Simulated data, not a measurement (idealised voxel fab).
Presented below is a process module, voxel transistor to metal.
We display cut, a cross-section 150 nm in width whose square cells are each 5 nm.
Throughout this document, each cross-section is represented as a grid of square cells and is presented as a sequence of bands enumerated from the top downward, where a band comprises one or more rows of cells. The band entry comprises the height of the band's top followed by the height of its bottom, expressed in nm, and subsequently the band's materials from left to right, each stated together with its width in nm. Where a single material is marked with the word "all across", that material fills the band from edge to edge. The word "air" represents empty space. We count height from 0. Below that, the starting wafer is all one material. The lowest band never ends at the bottom but goes on down; see "0..down" for how that is written. So if you see something like "30 to 40" for the width, read it as the top row of the band sitting at the first number and the bottom row at the second, with every row in between moving by the same amount as the last. For the purposes of this document, the phrase "no change" attached to a step denotes that no cell within the cross-section was modified by that step. "Closed cavity list" means: voids of 8 cells or more that are shut off from the top with no open way through. Written width x height at distance, distance from the left edge, in nm. Step line, after settings: the simulator's comment on this step. Among the settings permitted on a step's line is "overlay nm"; applied to a step with a mask, it specifies the extent to which the mask lay to the right of its planned position, whereas a negative figure signifies a position to the left.
This section lists the process steps that were planned:
1,RECEIVE | material Si
2,OXIDIZE | depth nm 5
3,CONFORMAL_DEP | material SiN | thk nm 10
4,MASKED_ETCH | tone cover | mask id ACTIVE | width nm 105 | etch materials SiN | depth nm 10 | overlay nm 0
5,MASKED_ETCH | tone cover | mask id ACTIVE | width nm 105 | etch materials SiO2 | depth nm 5 | overlay nm 0
6,MASKED_ETCH | tone cover | mask id ACTIVE | width nm 105 | etch materials Si | depth nm 25 | overlay nm 0
7,FILL_DEP | material SiO2 | thk nm 15
8,CMP | height nm 10
9,SELECTIVE_ETCH | etch materials SiO2 | depth nm 10
10,STRIP | etch materials SiN
11,SELECTIVE_ETCH | etch materials SiO2 | depth nm 5
12,OXIDIZE | depth nm 5
13,DIRECTIONAL_DEP | material polySi | thk nm 20
14,DIRECTIONAL_DEP | material SiCN | thk nm 10
15,PATTERN | tone cover | mask id GATE | material resist | width nm 15 | thk nm 15 | overlay nm 0
16,DIRECTIONAL_ETCH | etch materials SiCN | depth nm 20
17,DIRECTIONAL_ETCH | etch materials polySi | depth nm 30
18,STRIP | etch materials resist
19,CONFORMAL_DEP | material SiO2 | thk nm 5
20,DIRECTIONAL_ETCH | etch materials SiO2 | depth nm 5
21,CONFORMAL_DEP | material SiN | thk nm 10
22,DIRECTIONAL_ETCH | etch materials SiN | depth nm 10
23,DIRECTIONAL_ETCH | etch materials SiO2 | depth nm 5
24,DIRECTIONAL_ETCH | etch materials Si | depth nm 5
25,EPI | material SiGe | thk nm 5
26,FILL_DEP | material SiO2 | thk nm 5
27,CMP | height nm 25
28,DIRECTIONAL_DEP | material SiO2 | thk nm 10
29,DIRECTIONAL_DEP | material aC | thk nm 15
30,PATTERN | tone open | mask id CONTACT | material resist | width nm 30 | pitch nm 55 | thk nm 35 | overlay nm 0
31,DIRECTIONAL_ETCH | etch materials aC | depth nm 15
32,STRIP | etch materials resist
33,DIRECTIONAL_ETCH | etch materials SiO2 | depth nm 45
34,STRIP | etch materials aC
35,CONFORMAL_DEP | material TiN | thk nm 5
36,FILL_DEP | material W | thk nm 5
37,CMP | height nm 35
38,DIRECTIONAL_DEP | material TiN | thk nm 5
39,DIRECTIONAL_DEP | material Ru | thk nm 15
40,PATTERN | tone cover | mask id METAL_1 | material resist | width nm 15 | pitch nm 70 | thk nm 20 | overlay nm 0
41,DIRECTIONAL_ETCH | etch materials Ru | depth nm 15
42,DIRECTIONAL_ETCH | etch materials TiN | depth nm 5
43,STRIP | etch materials resist
44,CONFORMAL_DEP | material SiCN | thk nm 5
45,FILL_DEP | material lowk | thk nm 10
46,CMP | height nm 55
47,CONFORMAL_DEP | material SiCN | thk nm 5
48,DIRECTIONAL_DEP | material SiO2 | thk nm 35
49,PATTERN | tone open | mask id METAL_2 | material resist | width nm 15 | pitch nm 70 | thk nm 20 | overlay nm 0
50,DIRECTIONAL_ETCH | etch materials SiO2 | depth nm 20
51,STRIP | etch materials resist
52,DIRECTIONAL_DEP | material aC | thk nm 10
53,PATTERN | tone open | mask id METAL_2_HOLES | material resist | width nm 15 | pitch nm 70 | thk nm 30 | overlay nm 0
54,DIRECTIONAL_ETCH | etch materials aC | depth nm 10
55,STRIP | etch materials resist
56,DIRECTIONAL_ETCH | etch materials SiO2 | depth nm 15
57,DIRECTIONAL_ETCH | etch materials SiCN | depth nm 5
58,STRIP | etch materials aC
59,CONFORMAL_DEP | material TiN | thk nm 5
60,FILL_DEP | material Cu | thk nm 5
61,CMP | height nm 95
62,CONFORMAL_DEP | material SiCN | thk nm 5
Wafer at receipt (post step 1), cross-section:
* 0..down  Si all across
* Closed cavity list: none
Final cross-section, module run with one mistake (start and plan as above):
* 100..95  SiCN all across
* 95..60  SiO2: 30, TiN: 5, Cu: 5, TiN: 5, SiO2: 55, TiN: 5, Cu: 5, TiN: 5, SiO2: 35
* 60..55  SiCN: 30, TiN: 15, SiCN: 55, TiN: 15, SiCN: 35
* 55..40  lowk: 25, SiCN: 5, Ru: 15, SiCN: 5, lowk: 45, SiCN: 5, Ru: 15, SiCN: 5, lowk: 30
* 40..35  SiCN: 30, TiN: 15, SiCN: 55, TiN: 15, SiCN: 35
* 35..30  SiO2: 30, TiN: 5, W: 20, TiN: 5, SiO2: 25, TiN: 5, W: 20, TiN: 5, SiO2: 35
* 30..25  SiO2: 30, TiN: 30, SiO2: 25, TiN: 30, SiO2: 35
* 25..15  SiCN: 65, SiO2: 5, SiN: 5, SiO2: 5, SiCN: 70
* 15..-5  polySi: 65, SiO2: 5, SiN: 5, SiO2: 5, polySi: 70
* -5..-10  SiO2 all across
* -10..-30  SiO2: 20, Si: 105, SiO2: 25
* -30..down  Si all across
* Closed cavity list: none
Finding, execution versus plan: rather than as planned, step 15 actually ran as PATTERN | tone open | mask id GATE | material resist | width nm 15 | thk nm 15 | overlay nm 0
